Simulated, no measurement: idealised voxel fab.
process module | voxel self aligned contacts
cross-section cut | 250 nm wide | cells 5 nm
A cross-section is a grid of square cells, given in bands from the top down. A band is one or more rows of cells.
Each band's line starts with the height of the band's top and of its bottom, in nm. Then come its materials from left to right, each with its width in nm. One material with "throughout" fills the band from edge to edge. "air" is empty space.
Height 0 is the level under which the wafer as received is all one material. The lowest band goes on downwards, as in "0 down".
A width such as "30 to 40" changes by the same amount from each row of cells to the next, from the band's top row to its bottom row.
"no change" after a step means that no cell of the cross-section changed.
closed voids: empty space of 8 cells or more with no open way to the top, each as width x height at its distance from the left edge, in nm
after a step's settings: what the simulator itself notes on the step
overlay nm, on a step with a mask: how far to the right of its planned place the mask lay; to the left if negative
plan
1 op RECEIVE | material Si
2 op CONFORMAL_DEP | material SiO2 | thk nm 5
3 op DIRECTIONAL_DEP | material polySi | thk nm 30
4 op DIRECTIONAL_DEP | material SiN | thk nm 20
5 op MASKED_ETCH | tone cover | mask id GATE | width nm 25 | pitch nm 65 | etch materials SiN | depth nm 20 | overlay nm 0
6 op MASKED_ETCH | tone cover | mask id GATE | width nm 25 | pitch nm 65 | etch materials polySi | depth nm 30 | overlay nm 0
7 op CONFORMAL_DEP | material SiN | thk nm 10
8 op DIRECTIONAL_ETCH | etch materials SiN | depth nm 10
9 op FILL_DEP | material SiO2 | thk nm 15
10 op CMP | height nm 60
11 op PATTERN | tone open | mask id CONTACT | material resist | width nm 50 | pitch nm 65 | thk nm 20 | overlay nm -15
12 op DIRECTIONAL_ETCH | etch materials SiO2 | depth nm 60
13 op STRIP | etch materials resist
14 op CONFORMAL_DEP | material TiN | thk nm 5
15 op FILL_DEP | material W | thk nm 5
16 op CMP | height nm 60
17 op CONFORMAL_DEP | material SiN | thk nm 5
varied across the wafers: overlay nm of step 11. The plan shows the first wafer's value. All wafers start alike
first wafer as received, after step 1
  0 down: Si throughout
  closed voids: none
first wafer at the end, after step 17
  65 to 60: SiN throughout
  60 to 55: SiO2 50 | TiN 35 | W 10 | TiN 5 | SiO2 15 | TiN 35 | W 10 | TiN 5 | SiO2 85
  55 to 35: SiO2 35 | SiN 45 | TiN 5 | W 10 | TiN 5 | SiN 45 | TiN 5 | W 10 | TiN 5 | SiN 45 | SiO2 40
  35 to 5: SiO2 35 | SiN 10 | polySi 25 | SiN 10 | TiN 5 | W 10 | TiN 5 | SiN 10 | polySi 25 | SiN 10 | TiN 5 | W 10 | TiN 5 | SiN 10 | polySi 25 | SiN 10 | SiO2 40
  5 to 0: SiO2 80 | TiN 20 | SiO2 45 | TiN 20 | SiO2 85
  0 down: Si throughout
  closed voids: none
last wafer at the end
  65 to 60: SiN throughout
  60 to 55: SiO2 80 | TiN 5 | W 10 | TiN 35 | SiO2 15 | TiN 5 | W 10 | TiN 35 | SiO2 55
  55 to 35: SiO2 35 | SiN 45 | TiN 5 | W 10 | TiN 5 | SiN 45 | TiN 5 | W 10 | TiN 5 | SiN 45 | SiO2 40
  35 to 5: SiO2 35 | SiN 10 | polySi 25 | SiN 10 | TiN 5 | W 10 | TiN 5 | SiN 10 | polySi 25 | SiN 10 | TiN 5 | W 10 | TiN 5 | SiN 10 | polySi 25 | SiN 10 | SiO2 40
  5 to 0: SiO2 80 | TiN 20 | SiO2 45 | TiN 20 | SiO2 85
  0 down: Si throughout
  closed voids: none
each wafer at the end: cells of each material gained (+) or lost (-) since it was received, then its closed voids
overlay nm -15 | +230 SiN | +222 SiO2 | +64 TiN | +44 W | +90 polySi | closed voids: none
overlay nm -10 | +230 SiN | +222 SiO2 | +64 TiN | +44 W | +90 polySi | closed voids: none
overlay nm -5 | +230 SiN | +222 SiO2 | +64 TiN | +44 W | +90 polySi | closed voids: none
overlay nm 0 | +230 SiN | +222 SiO2 | +64 TiN | +44 W | +90 polySi | closed voids: none
overlay nm 5 | +230 SiN | +222 SiO2 | +64 TiN | +44 W | +90 polySi | closed voids: none
overlay nm 10 | +230 SiN | +222 SiO2 | +64 TiN | +44 W | +90 polySi | closed voids: none
overlay nm 15 | +230 SiN | +222 SiO2 | +64 TiN | +44 W | +90 polySi | closed voids: none
